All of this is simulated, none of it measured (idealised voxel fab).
process module | voxel plated lines
cross-section cut | 225 nm wide | cells 5 nm
A cross-section is a grid of square cells, given in bands from the top down. A band is one or more rows of cells.
Each band's line starts with the height of the band's top and of its bottom, in nm. Then come its materials from left to right, each with its width in nm. One material with "throughout" fills the band from edge to edge. "air" is empty space.
Height 0 is the level under which the wafer as received is all one material. The lowest band goes on downwards, as in "0 down".
A width such as "30 to 40" changes by the same amount from each row of cells to the next, from the band's top row to its bottom row.
"no change" after a step means that no cell of the cross-section changed.
closed voids: empty space of 8 cells or more with no open way to the top, each as width x height at its distance from the left edge, in nm
after a step's settings: what the simulator itself notes on the step
overlay nm, on a step with a mask: how far to the right of its planned place the mask lay; to the left if negative
plan
1 op RECEIVE | material Si
2 op CONFORMAL_DEP | material Al2O3 | thk nm 5
3 op DIRECTIONAL_DEP | material TiN | thk nm 5
4 op PATTERN | tone open | mask id LINES | material resist | width nm 20 | pitch nm 35 | thk nm 40 | overlay nm 0
5 op EPI | material Ru | thk nm 5
6 op EPI | material Ru | thk nm 10
7 op EPI | material Ru | thk nm 5
8 op STRIP | etch materials resist
9 op DIRECTIONAL_ETCH | etch materials TiN | depth nm 5
10 op CONFORMAL_DEP | material SiN | thk nm 5
as received, after step 1
  0 down: Si throughout
  closed voids: none
a wafer at the end: this start, this plan, one mistake
  15 to 10: SiN throughout
  10 to 5: Al2O3 throughout
  5 to 0: TiN throughout
  0 down: Si throughout
  closed voids: none
what went wrong: steps 2 and 3 were swapped
